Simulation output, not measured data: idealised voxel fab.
process module | voxel self aligned vias
cross-section cut | 270 nm wide | cells 5 nm
A cross-section is a grid of square cells, given in bands from the top down. A band is one or more rows of cells.
Each band's line starts with the height of the band's top and of its bottom, in nm. Then come its materials from left to right, each with its width in nm. One material with "throughout" fills the band from edge to edge. "air" is empty space.
Height 0 is the level under which the wafer as received is all one material. The lowest band goes on downwards, as in "0 down".
A width such as "30 to 40" changes by the same amount from each row of cells to the next, from the band's top row to its bottom row.
"no change" after a step means that no cell of the cross-section changed.
closed voids: empty space of 8 cells or more with no open way to the top, each as width x height at its distance from the left edge, in nm
after a step's settings: what the simulator itself notes on the step
overlay nm, on a step with a mask: how far to the right of its planned place the mask lay; to the left if negative
plan
1 op RECEIVE | material Si
2 op CONFORMAL_DEP | material SiO2 | thk nm 15
3 op CONFORMAL_DEP | material SiCN | thk nm 5
4 op DIRECTIONAL_DEP | material SiO2 | thk nm 30
5 op DIRECTIONAL_DEP | material aC | thk nm 10
6 op PATTERN | tone open | mask id LINES | material resist | width nm 30 | pitch nm 65 | thk nm 30 | overlay nm 0
7 op DIRECTIONAL_ETCH | etch materials aC | depth nm 10
8 op STRIP | etch materials resist
9 op DIRECTIONAL_ETCH | etch materials SiO2 | depth nm 30
10 op STRIP | etch materials aC
11 op CONFORMAL_DEP | material TiN | thk nm 5
12 op FILL_DEP | material W | thk nm 5
13 op CMP | height nm 50
14 op SELECTIVE_ETCH | etch materials W Ru TiN | depth nm 5
15 op FILL_DEP | material SiN | thk nm 5
16 op CMP | height nm 50
17 op DIRECTIONAL_DEP | material SiO2 | thk nm 15
18 op MASKED_ETCH | tone open | mask id VIAS | width nm 40 | pitch nm 65 | etch materials SiO2 | depth nm 15 | overlay nm 0
19 op MASKED_ETCH | tone open | mask id VIAS | width nm 40 | pitch nm 65 | etch materials SiN | depth nm 5 | overlay nm 0
20 op CONFORMAL_DEP | material TiN | thk nm 5
21 op FILL_DEP | material W | thk nm 5
22 op CMP | height nm 65
23 op CONFORMAL_DEP | material SiN | thk nm 5
as received, after step 1
  0 down: Si throughout
  closed voids: none
a wafer at the end: this start, this plan, one mistake
  70 to 65: SiN throughout
  65 to 50: SiO2 55 | TiN 5 | W 20 | TiN 5 | SiO2 35 | TiN 5 | W 20 | TiN 5 | SiO2 35 | TiN 5 | W 20 | TiN 5 | SiO2 55
  50 to 45: SiO2 55 | TiN 30 | SiO2 35 | TiN 30 | SiO2 35 | TiN 30 | SiO2 55
  45 to 25: SiO2 55 | TiN 5 | W 20 | TiN 5 | SiO2 35 | TiN 5 | W 20 | TiN 5 | SiO2 35 | TiN 5 | W 20 | TiN 5 | SiO2 55
  25 to 20: SiO2 55 | TiN 30 | SiO2 35 | TiN 30 | SiO2 35 | TiN 30 | SiO2 55
  20 to 15: SiCN throughout
  15 to 0: SiO2 throughout
  0 down: Si throughout
  closed voids: none
what went wrong: step 18 ran as: op MASKED_ETCH | tone open | mask id VIAS | width nm 30 | pitch nm 65 | etch materials SiO2 | depth nm 15 | overlay nm 0
